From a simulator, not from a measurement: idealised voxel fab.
Herein follows the process module entitled voxel double patterning.
Cross-sectional view cut (width: 180 nm; square cell size: 5 nm).
A cross-section is written here as square cells arranged in a grid, and it is given in bands from the top down, each band taking up one or more rows of cells. Top height, bottom height, nm. Materials left to right, width each, nm. Single material + "full width" = fills band edge to edge. "blank" = empty. Note: height 0 marks the level under which the wafer is uniformly one material as received. Lowest band unbounded below, written "z 0 and below". A two-number width, for instance "30..40", indicates that the width is equal to the first number in the top row of the band and to the second number in the bottom row, and that it changes by a constant amount per row of cells. For the purposes of this document, the phrase "no change" attached to a step denotes that no cell within the cross-section was modified by that step. "Trapped cavities" lists enclosed empty spaces (at least 8 cells, no open path upward to the top), each as width x height at distance from the left edge, in nm. Past the settings on a step's line: simulator remark, on that step. overlay nm: where the mask lay relative to plan, measured to the right, on steps with a mask; negatives go left.
-- Steps in the process plan
step 1: RECEIVE: material Si
step 2: CONFORMAL_DEP: material SiO2, thk nm 10
step 3: DIRECTIONAL_DEP: material polySi, thk nm 10
step 4: DIRECTIONAL_DEP: material SiN, thk nm 10
step 5: MASKED_ETCH: tone open, mask id FIRST, width nm 15, pitch nm 50, etch materials SiN, depth nm 10, overlay nm 0
step 6: DIRECTIONAL_DEP: material aC, thk nm 15
step 7: PATTERN: tone open, mask id SECOND, material resist, width nm 15, thk nm 35, overlay nm 0
step 8: DIRECTIONAL_ETCH: etch materials aC, depth nm 15
step 9: STRIP: etch materials resist
step 10: DIRECTIONAL_ETCH: etch materials SiN, depth nm 10
step 11: STRIP: etch materials aC
step 12: DIRECTIONAL_ETCH: etch materials polySi, depth nm 10
step 13: STRIP: etch materials SiN
-- So, the first of our two wafers, run just as we planned it
-- As-received wafer cross-section (after step 1)
    z 0 and below  Si full width
    Trapped cavities: none
-- After step 2, in cross-section
    z 10 to 0  SiO2 full width
    Nothing below the height 0 has changed.
-- After step 3, in cross-section
    z 20 to 10  polySi full width
    Nothing below the height 10 has changed.
-- After step 4, in cross-section
    z 30 to 20  SiN full width
    Nothing below the height 20 has changed.
-- After step 5, in cross-section
    z 30 to 20  SiN 55 nm  blank 15 nm  SiN 35 nm  blank 15 nm  SiN 60 nm
    Nothing below the height 20 has changed.
-- After step 6, in cross-section
    z 45 to 35  aC 55 nm  blank 15 nm  aC 35 nm  blank 15 nm  aC 60 nm
    z 35 to 30  aC full width
    z 30 to 20  SiN 55 nm  aC 15 nm  SiN 35 nm  aC 15 nm  SiN 60 nm
    Nothing below the height 20 has changed.
-- After step 7, in cross-section
    z 80 to 45  resist 80 nm  blank 15 nm  resist 85 nm
    z 45 to 35  aC 55 nm  resist 15 nm  aC 35 nm  resist 15 nm  aC 60 nm
    Nothing below the height 35 has changed.
-- After step 8, in cross-section
    z 65 to 45  resist 80 nm  blank 15 nm  resist 85 nm
    z 45 to 35  aC 55 nm  resist 15 nm  aC 10 nm  blank 15 nm  aC 10 nm  resist 15 nm  aC 60 nm
    z 35 to 30  aC 80 nm  blank 15 nm  aC 85 nm
    Nothing below the height 30 has changed.
-- After step 9, in cross-section
    z 45 to 35  aC 55 nm  blank 15 nm  aC 10 nm  blank 15 nm  aC 10 nm  blank 15 nm  aC 60 nm
    Nothing below the height 35 has changed.
-- After step 10, in cross-section
    z 45 to 35  aC 55 nm  blank 15 nm  aC 10 nm  blank 15 nm  aC 10 nm  blank 15 nm  aC 60 nm
    z 35 to 30  aC 80 nm  blank 15 nm  aC 85 nm
    z 30 to 20  SiN 55 nm  aC 15 nm  SiN 10 nm  blank 15 nm  SiN 10 nm  aC 15 nm  SiN 60 nm
    Nothing below the height 20 has changed.
-- After step 11, in cross-section
    z 30 to 20  SiN 55 nm  blank 15 nm  SiN 10 nm  blank 15 nm  SiN 10 nm  blank 15 nm  SiN 60 nm
    Nothing below the height 20 has changed.
-- After step 12, in cross-section
    z 30 to 20  SiN 55 nm  blank 15 nm  SiN 10 nm  blank 15 nm  SiN 10 nm  blank 15 nm  SiN 60 nm
    z 20 to 10  polySi 55 nm  blank 15 nm  polySi 10 nm  blank 15 nm  polySi 10 nm  blank 15 nm  polySi 60 nm
    Nothing below the height 10 has changed.
-- After step 13, in cross-section
    z 20 to 10  polySi 55 nm  blank 15 nm  polySi 10 nm  blank 15 nm  polySi 10 nm  blank 15 nm  polySi 60 nm
    Nothing below the height 10 has changed.
-- The remaining wafer, second of the two, started like the first and was run to the same plan, except that one mistake was made along the way; the two coincide through step 2, inclusive
-- Second wafer profile in section, at the moment step 3 of the plan was meant to be complete
    z 25 to 10  polySi full width
    Nothing below the height 10 has changed.
-- Second wafer profile in section, at the moment step 4 of the plan was meant to be complete
    z 35 to 25  SiN full width
    Nothing below the height 25 has changed.
-- Second wafer profile in section, at the moment step 5 of the plan was meant to be complete
    z 35 to 25  SiN 55 nm  blank 15 nm  SiN 35 nm  blank 15 nm  SiN 60 nm
    Nothing below the height 25 has changed.
-- Second wafer profile in section, at the moment step 6 of the plan was meant to be complete
    z 50 to 40  aC 55 nm  blank 15 nm  aC 35 nm  blank 15 nm  aC 60 nm
    z 40 to 35  aC full width
    z 35 to 25  SiN 55 nm  aC 15 nm  SiN 35 nm  aC 15 nm  SiN 60 nm
    Nothing below the height 25 has changed.
-- Second wafer profile in section, at the moment step 7 of the plan was meant to be complete
    z 85 to 50  resist 80 nm  blank 15 nm  resist 85 nm
    z 50 to 40  aC 55 nm  resist 15 nm  aC 35 nm  resist 15 nm  aC 60 nm
    Nothing below the height 40 has changed.
-- Second wafer profile in section, at the moment step 8 of the plan was meant to be complete
    z 70 to 50  resist 80 nm  blank 15 nm  resist 85 nm
    z 50 to 40  aC 55 nm  resist 15 nm  aC 10 nm  blank 15 nm  aC 10 nm  resist 15 nm  aC 60 nm
    z 40 to 35  aC 80 nm  blank 15 nm  aC 85 nm
    Nothing below the height 35 has changed.
-- Second wafer profile in section, at the moment step 9 of the plan was meant to be complete
    z 50 to 40  aC 55 nm  blank 15 nm  aC 10 nm  blank 15 nm  aC 10 nm  blank 15 nm  aC 60 nm
    Nothing below the height 40 has changed.
-- Second wafer profile in section, at the moment step 10 of the plan was meant to be complete
    z 50 to 40  aC 55 nm  blank 15 nm  aC 10 nm  blank 15 nm  aC 10 nm  blank 15 nm  aC 60 nm
    z 40 to 35  aC 80 nm  blank 15 nm  aC 85 nm
    z 35 to 25  SiN 55 nm  aC 15 nm  SiN 10 nm  blank 15 nm  SiN 10 nm  aC 15 nm  SiN 60 nm
    Nothing below the height 25 has changed.
-- Second wafer profile in section, at the moment step 11 of the plan was meant to be complete
    z 35 to 25  SiN 55 nm  blank 15 nm  SiN 10 nm  blank 15 nm  SiN 10 nm  blank 15 nm  SiN 60 nm
    Nothing below the height 25 has changed.
-- Second wafer profile in section, at the moment step 12 of the plan was meant to be complete
    z 35 to 25  SiN 55 nm  blank 15 nm  SiN 10 nm  blank 15 nm  SiN 10 nm  blank 15 nm  SiN 60 nm
    z 25 to 15  polySi 55 nm  blank 15 nm  polySi 10 nm  blank 15 nm  polySi 10 nm  blank 15 nm  polySi 60 nm
    Nothing below the height 15 has changed.
-- Second wafer profile in section, at the moment step 13 of the plan was meant to be complete
    z 25 to 15  polySi 55 nm  blank 15 nm  polySi 10 nm  blank 15 nm  polySi 10 nm  blank 15 nm  polySi 60 nm
    Nothing below the height 15 has changed.
Error vs. plan: planned and actual differ for step 3; actual: DIRECTIONAL_DEP: material polySi, thk nm 15
Cell-count delta at end, second wafer over first, by material: 36 more of polySi
